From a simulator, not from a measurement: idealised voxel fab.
Process module under the name voxel self aligned vias
Section cut is 185 nm wide and gridded with 5 nm square cells.
Square cells in a grid make up a cross-section in this document, and the grid is given as bands, listed from the top down, each one or more rows of cells. First you get the band's top height and its bottom height, in nm, and then the materials it's made of, left to right, with each width in nm. If you see a single material with "edge to edge", that one covers the band edge to edge. "blank" is empty space. Heads up on the height convention: 0 is the point under which the incoming wafer is all one material, and the lowest band has no bottom, it just keeps going down, like "z 0 and below". Width: "30 to 40" (first number = top row, second number = bottom row, same change from row to row of cells). Step note "no alterations made" = no cross-section cell changed. "Enclosed cavities": sealed empty spaces, 8 cells or more, no open way to top, listed width x height at distance, with distance from the left edge and width, height and distance in nm. Where a step's line continues beyond its settings, the continuation is a remark by the simulator itself on that step. Each step line may optionally specify "overlay nm", which for a step with a mask gives the rightward distance between the mask's planned place and where it lay, a negative value indicating the leftward direction.
-- The following list gives the planned process steps
1 RECEIVE,material Si
2 CONFORMAL_DEP,material SiO2,thk nm 10
3 CONFORMAL_DEP,material SiCN,thk nm 5
4 DIRECTIONAL_DEP,material SiO2,thk nm 30
5 DIRECTIONAL_DEP,material aC,thk nm 10
6 PATTERN,tone open,mask id LINES,material resist,width nm 20,pitch nm 70,thk nm 30,overlay nm -15
7 DIRECTIONAL_ETCH,etch materials aC,depth nm 10
8 STRIP,etch materials resist
9 DIRECTIONAL_ETCH,etch materials SiO2,depth nm 30
10 STRIP,etch materials aC
11 CONFORMAL_DEP,material TiN,thk nm 5
12 FILL_DEP,material W,thk nm 10
13 CMP,height nm 45
14 SELECTIVE_ETCH,etch materials W Ru TiN,depth nm 10
15 FILL_DEP,material SiN,thk nm 10
16 CMP,height nm 45
17 DIRECTIONAL_DEP,material SiO2,thk nm 20
18 MASKED_ETCH,tone open,mask id VIAS,width nm 40,pitch nm 70,etch materials SiO2,depth nm 20,overlay nm 0
19 MASKED_ETCH,tone open,mask id VIAS,width nm 40,pitch nm 70,etch materials SiN,depth nm 10,overlay nm 0
20 CONFORMAL_DEP,material TiN,thk nm 5
21 FILL_DEP,material Cu,thk nm 10
22 CMP,height nm 65
23 CONFORMAL_DEP,material SiCN,thk nm 5
All wafers enter the flow in the same state. The overlay nm at step 6 differs from wafer to wafer, and the plan gives the value for the first wafer.
-- After step 1, as received: first of several wafers, cross-section
- z 0 and below | Si edge to edge
- Enclosed cavities: none
-- each wafer at the end: cells of each material gained (+) or lost (-) since it was received, then its closed voids
overlay nm -15; +40 Cu; +74 SiCN; +4 SiN; +332 SiO2; +56 TiN; +12 W; Enclosed cavities: none
overlay nm -10; +44 Cu; +74 SiCN; +332 SiO2; +56 TiN; +12 W; Enclosed cavities: none
overlay nm -5; +44 Cu; +74 SiCN; +332 SiO2; +56 TiN; +12 W; Enclosed cavities: none
overlay nm 0; +44 Cu; +74 SiCN; +332 SiO2; +56 TiN; +12 W; Enclosed cavities: none
overlay nm 5; +44 Cu; +74 SiCN; +332 SiO2; +56 TiN; +12 W; Enclosed cavities: none
overlay nm 10; +44 Cu; +74 SiCN; +332 SiO2; +56 TiN; +12 W; Enclosed cavities: none
overlay nm 15; +40 Cu; +74 SiCN; +4 SiN; +332 SiO2; +56 TiN; +12 W; Enclosed cavities: none
